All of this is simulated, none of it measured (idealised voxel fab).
Herein follows the process module entitled voxel air gaps.
Shown is cross-section cut, with a width of 220 nm and square cells of size 5 nm.
Cross-section spec: square-cell grid; bands listed top down; each band is one or more rows.
Top height, bottom height, nm. Materials left to right, width each, nm. Single material + "full width" = fills band edge to edge. "air" = empty.
For the purposes of this specification, 0 denotes the height below which the wafer in its as-received condition is composed wholly of one material, and the lowermost band, lacking a lower limit, extends downward without end, as expressed in "0 and below".
Note: "30 to 40" means the width goes from the first number (top row of the band) to the second number (bottom row) in equal steps per row of cells.
"remained the same" (step): cross-section cells unchanged, all of them.
"Voids, fully enclosed" specifies each empty space that is not open to the top and that occupies no fewer than 8 cells, using the form width x height at distance, the distance measured from the left edge and all three quantities in nm.
Read whatever lies past the settings on a step's line as the simulator's own remark about the step.
The setting "overlay nm" may be written on the line of a step. When the step uses a mask, the value reports how far to the right of the planned place the mask lay, and a negative value reports that it lay to the left.
Listed below are the process steps as planned
step 1: RECEIVE: material Si
step 2: CONFORMAL_DEP: material SiO2, thk nm 10
step 3: CONFORMAL_DEP: material SiN, thk nm 5
step 4: DIRECTIONAL_DEP: material lowk, thk nm 35
step 5: DIRECTIONAL_DEP: material aC, thk nm 15
step 6: PATTERN: tone open, mask id LINES, material resist, width nm 25, pitch nm 50, thk nm 30, overlay nm 0
step 7: DIRECTIONAL_ETCH: etch materials aC, depth nm 15
step 8: STRIP: etch materials resist
step 9: DIRECTIONAL_ETCH: etch materials lowk, depth nm 35
step 10: STRIP: etch materials aC
step 11: CONFORMAL_DEP: material TiN, thk nm 5
step 12: FILL_DEP: material Ru, thk nm 5
step 13: CMP: height nm 50
step 14: EPI: material Ru, thk nm 10
step 15: SELECTIVE_ETCH: etch materials lowk, depth nm 45
step 16: CONFORMAL_DEP: material SiCN, thk nm 5
Below: the first of two wafers, run as planned
Cross-section of the wafer as it came to us, i.e., already through step 1
> 0 and below  Si full width
> Voids, fully enclosed: none
Step 2 complete: cross-section through the wafer
> 10 down to 0  SiO2 full width
> Nothing below the height 0 has changed.
Step 3 complete: cross-section through the wafer
> 15 down to 10  SiN full width
> Nothing below the height 10 has changed.
Step 4 complete: cross-section through the wafer
> 50 down to 15  lowk full width
> Nothing below the height 15 has changed.
Step 5 complete: cross-section through the wafer
> 65 down to 50  aC full width
> Nothing below the height 50 has changed.
Step 6 complete: cross-section through the wafer
> 95 down to 65  20 nm resist; 25 nm air; 25 nm resist; 25 nm air; 25 nm resist; 25 nm air; 25 nm resist; 25 nm air; 25 nm resist
> Nothing below the height 65 has changed.
Step 7 complete: cross-section through the wafer
> 80 down to 65  20 nm resist; 25 nm air; 25 nm resist; 25 nm air; 25 nm resist; 25 nm air; 25 nm resist; 25 nm air; 25 nm resist
> 65 down to 50  20 nm aC; 25 nm air; 25 nm aC; 25 nm air; 25 nm aC; 25 nm air; 25 nm aC; 25 nm air; 25 nm aC
> Nothing below the height 50 has changed.
Step 8 complete: cross-section through the wafer
> 65 down to 50  20 nm aC; 25 nm air; 25 nm aC; 25 nm air; 25 nm aC; 25 nm air; 25 nm aC; 25 nm air; 25 nm aC
> Nothing below the height 50 has changed.
Step 9 complete: cross-section through the wafer
> 65 down to 50  20 nm aC; 25 nm air; 25 nm aC; 25 nm air; 25 nm aC; 25 nm air; 25 nm aC; 25 nm air; 25 nm aC
> 50 down to 15  20 nm lowk; 25 nm air; 25 nm lowk; 25 nm air; 25 nm lowk; 25 nm air; 25 nm lowk; 25 nm air; 25 nm lowk
> Nothing below the height 15 has changed.
Step 10 complete: cross-section through the wafer
> 50 down to 15  20 nm lowk; 25 nm air; 25 nm lowk; 25 nm air; 25 nm lowk; 25 nm air; 25 nm lowk; 25 nm air; 25 nm lowk
> Nothing below the height 15 has changed.
Step 11 complete: cross-section through the wafer
> 55 down to 50  25 nm TiN; 15 nm air; 35 nm TiN; 15 nm air; 35 nm TiN; 15 nm air; 35 nm TiN; 15 nm air; 30 nm TiN
> 50 down to 20  20 nm lowk; 5 nm TiN; 15 nm air; 5 nm TiN; 25 nm lowk; 5 nm TiN; 15 nm air; 5 nm TiN; 25 nm lowk; 5 nm TiN; 15 nm air; 5 nm TiN; 25 nm lowk; 5 nm TiN; 15 nm air; 5 nm TiN; 25 nm lowk
> 20 down to 15  20 nm lowk; 25 nm TiN; 25 nm lowk; 25 nm TiN; 25 nm lowk; 25 nm TiN; 25 nm lowk; 25 nm TiN; 25 nm lowk
> Nothing below the height 15 has changed.
Step 12 complete: cross-section through the wafer
> 60 down to 55  Ru full width
> 55 down to 50  25 nm TiN; 15 nm Ru; 35 nm TiN; 15 nm Ru; 35 nm TiN; 15 nm Ru; 35 nm TiN; 15 nm Ru; 30 nm TiN
> 50 down to 20  20 nm lowk; 5 nm TiN; 15 nm Ru; 5 nm TiN; 25 nm lowk; 5 nm TiN; 15 nm Ru; 5 nm TiN; 25 nm lowk; 5 nm TiN; 15 nm Ru; 5 nm TiN; 25 nm lowk; 5 nm TiN; 15 nm Ru; 5 nm TiN; 25 nm lowk
> Nothing below the height 20 has changed.
Step 13 complete: cross-section through the wafer
> 50 down to 20  20 nm lowk; 5 nm TiN; 15 nm Ru; 5 nm TiN; 25 nm lowk; 5 nm TiN; 15 nm Ru; 5 nm TiN; 25 nm lowk; 5 nm TiN; 15 nm Ru; 5 nm TiN; 25 nm lowk; 5 nm TiN; 15 nm Ru; 5 nm TiN; 25 nm lowk
> Nothing below the height 20 has changed.
Step 14 complete: cross-section through the wafer
> 60 down to 50  10 nm air; 45 nm Ru; 5 nm air; 45 nm Ru; 5 nm air; 45 nm Ru; 5 nm air; 45 nm Ru; 15 nm air
> Nothing below the height 50 has changed.
Step 15 complete: cross-section through the wafer
> 60 down to 50  10 nm air; 45 nm Ru; 5 nm air; 45 nm Ru; 5 nm air; 45 nm Ru; 5 nm air; 45 nm Ru; 15 nm air
> 50 down to 20  20 nm air; 5 nm TiN; 15 nm Ru; 5 nm TiN; 25 nm air; 5 nm TiN; 15 nm Ru; 5 nm TiN; 25 nm air; 5 nm TiN; 15 nm Ru; 5 nm TiN; 25 nm air; 5 nm TiN; 15 nm Ru; 5 nm TiN; 25 nm air
> 20 down to 15  20 nm air; 25 nm TiN; 25 nm air; 25 nm TiN; 25 nm air; 25 nm TiN; 25 nm air; 25 nm TiN; 25 nm air
> Nothing below the height 15 has changed.
Step 16 complete: cross-section through the wafer
> 65 down to 60  5 nm air; 205 nm SiCN; 10 nm air
> 60 down to 50  5 nm air; 5 nm SiCN; 45 nm Ru; 5 nm SiCN; 45 nm Ru; 5 nm SiCN; 45 nm Ru; 5 nm SiCN; 45 nm Ru; 5 nm SiCN; 10 nm air
> 50 down to 45  5 nm air; 15 nm SiCN; 5 nm TiN; 15 nm Ru; 5 nm TiN; 25 nm SiCN; 5 nm TiN; 15 nm Ru; 5 nm TiN; 25 nm SiCN; 5 nm TiN; 15 nm Ru; 5 nm TiN; 25 nm SiCN; 5 nm TiN; 15 nm Ru; 5 nm TiN; 15 nm SiCN; 10 nm air
> 45 down to 20  15 nm air; 5 nm SiCN; 5 nm TiN; 15 nm Ru; 5 nm TiN; 5 nm SiCN; 15 nm air; 5 nm SiCN; 5 nm TiN; 15 nm Ru; 5 nm TiN; 5 nm SiCN; 15 nm air; 5 nm SiCN; 5 nm TiN; 15 nm Ru; 5 nm TiN; 5 nm SiCN; 15 nm air; 5 nm SiCN; 5 nm TiN; 15 nm Ru; 5 nm TiN; 5 nm SiCN; 20 nm air
> 20 down to 15  20 nm SiCN; 25 nm TiN; 25 nm SiCN; 25 nm TiN; 25 nm SiCN; 25 nm TiN; 25 nm SiCN; 25 nm TiN; 25 nm SiCN
> Nothing below the height 15 has changed.
> Voids, fully enclosed: 15 x 25 at 50; 15 x 25 at 100; 15 x 25 at 150
It is to be noted that the second wafer proceeded from the same initial state and according to the same plan as the first, although one mistake was committed in its execution; through step 5, inclusive, the two wafers share an identical history
Second wafer at the planned finish of step 6, seen in cross-section
> 95 down to 65  15 nm resist; 35 nm air; 15 nm resist; 35 nm air; 15 nm resist; 35 nm air; 15 nm resist; 35 nm air; 20 nm resist
> Nothing below the height 65 has changed.
Second wafer at the planned finish of step 7, seen in cross-section
> 80 down to 65  15 nm resist; 35 nm air; 15 nm resist; 35 nm air; 15 nm resist; 35 nm air; 15 nm resist; 35 nm air; 20 nm resist
> 65 down to 50  15 nm aC; 35 nm air; 15 nm aC; 35 nm air; 15 nm aC; 35 nm air; 15 nm aC; 35 nm air; 20 nm aC
> Nothing below the height 50 has changed.
Second wafer at the planned finish of step 8, seen in cross-section
> 65 down to 50  15 nm aC; 35 nm air; 15 nm aC; 35 nm air; 15 nm aC; 35 nm air; 15 nm aC; 35 nm air; 20 nm aC
> Nothing below the height 50 has changed.
Second wafer at the planned finish of step 9, seen in cross-section
> 65 down to 50  15 nm aC; 35 nm air; 15 nm aC; 35 nm air; 15 nm aC; 35 nm air; 15 nm aC; 35 nm air; 20 nm aC
> 50 down to 15  15 nm lowk; 35 nm air; 15 nm lowk; 35 nm air; 15 nm lowk; 35 nm air; 15 nm lowk; 35 nm air; 20 nm lowk
> Nothing below the height 15 has changed.
Second wafer at the planned finish of step 10, seen in cross-section
> 50 down to 15  15 nm lowk; 35 nm air; 15 nm lowk; 35 nm air; 15 nm lowk; 35 nm air; 15 nm lowk; 35 nm air; 20 nm lowk
> Nothing below the height 15 has changed.
Second wafer at the planned finish of step 11, seen in cross-section
> 55 down to 50  20 nm TiN; 25 nm air; 25 nm TiN; 25 nm air; 25 nm TiN; 25 nm air; 25 nm TiN; 25 nm air; 25 nm TiN
> 50 down to 20  15 nm lowk; 5 nm TiN; 25 nm air; 5 nm TiN; 15 nm lowk; 5 nm TiN; 25 nm air; 5 nm TiN; 15 nm lowk; 5 nm TiN; 25 nm air; 5 nm TiN; 15 nm lowk; 5 nm TiN; 25 nm air; 5 nm TiN; 20 nm lowk
> 20 down to 15  15 nm lowk; 35 nm TiN; 15 nm lowk; 35 nm TiN; 15 nm lowk; 35 nm TiN; 15 nm lowk; 35 nm TiN; 20 nm lowk
> Nothing below the height 15 has changed.
Second wafer at the planned finish of step 12, seen in cross-section
> 60 down to 55  Ru full width
> 55 down to 50  20 nm TiN; 25 nm Ru; 25 nm TiN; 25 nm Ru; 25 nm TiN; 25 nm Ru; 25 nm TiN; 25 nm Ru; 25 nm TiN
> 50 down to 20  15 nm lowk; 5 nm TiN; 25 nm Ru; 5 nm TiN; 15 nm lowk; 5 nm TiN; 25 nm Ru; 5 nm TiN; 15 nm lowk; 5 nm TiN; 25 nm Ru; 5 nm TiN; 15 nm lowk; 5 nm TiN; 25 nm Ru; 5 nm TiN; 20 nm lowk
> Nothing below the height 20 has changed.
Second wafer at the planned finish of step 13, seen in cross-section
> 50 down to 20  15 nm lowk; 5 nm TiN; 25 nm Ru; 5 nm TiN; 15 nm lowk; 5 nm TiN; 25 nm Ru; 5 nm TiN; 15 nm lowk; 5 nm TiN; 25 nm Ru; 5 nm TiN; 15 nm lowk; 5 nm TiN; 25 nm Ru; 5 nm TiN; 20 nm lowk
> Nothing below the height 20 has changed.
Second wafer at the planned finish of step 14, seen in cross-section
> 60 down to 50  5 nm air; 205 nm Ru; 10 nm air
> Nothing below the height 50 has changed.
Second wafer at the planned finish of step 15, seen in cross-section
> 60 down to 50  5 nm air; 205 nm Ru; 10 nm air
> 50 down to 20  15 nm air; 5 nm TiN; 25 nm Ru; 5 nm TiN; 15 nm lowk; 5 nm TiN; 25 nm Ru; 5 nm TiN; 15 nm lowk; 5 nm TiN; 25 nm Ru; 5 nm TiN; 15 nm lowk; 5 nm TiN; 25 nm Ru; 5 nm TiN; 20 nm air
> 20 down to 15  15 nm air; 35 nm TiN; 15 nm lowk; 35 nm TiN; 15 nm lowk; 35 nm TiN; 15 nm lowk; 35 nm TiN; 20 nm air
> Nothing below the height 15 has changed.
Second wafer at the planned finish of step 16, seen in cross-section
> 65 down to 60  215 nm SiCN; 5 nm air
> 60 down to 50  5 nm SiCN; 205 nm Ru; 5 nm SiCN; 5 nm air
> 50 down to 45  15 nm SiCN; 5 nm TiN; 25 nm Ru; 5 nm TiN; 15 nm lowk; 5 nm TiN; 25 nm Ru; 5 nm TiN; 15 nm lowk; 5 nm TiN; 25 nm Ru; 5 nm TiN; 15 nm lowk; 5 nm TiN; 25 nm Ru; 5 nm TiN; 15 nm SiCN; 5 nm air
> 45 down to 20  10 nm air; 5 nm SiCN; 5 nm TiN; 25 nm Ru; 5 nm TiN; 15 nm lowk; 5 nm TiN; 25 nm Ru; 5 nm TiN; 15 nm lowk; 5 nm TiN; 25 nm Ru; 5 nm TiN; 15 nm lowk; 5 nm TiN; 25 nm Ru; 5 nm TiN; 5 nm SiCN; 15 nm air
> 20 down to 15  15 nm SiCN; 35 nm TiN; 15 nm lowk; 35 nm TiN; 15 nm lowk; 35 nm TiN; 15 nm lowk; 35 nm TiN; 20 nm SiCN
> Nothing below the height 15 has changed.
> Voids, fully enclosed: 10 x 25 at 0
What broke from the plan during processing? not per plan at step 6, really ran PATTERN: tone open, mask id LINES, material resist, width nm 35, pitch nm 50, thk nm 30, overlay nm 0
At the finish, the second wafer shows more or fewer cells for some materials than the first does: Ru: 58 more, SiCN: 66 fewer, TiN: 8 more, lowk: 63 more
At process end, closed voids number 3 in the first wafer and 1 in the second wafer.
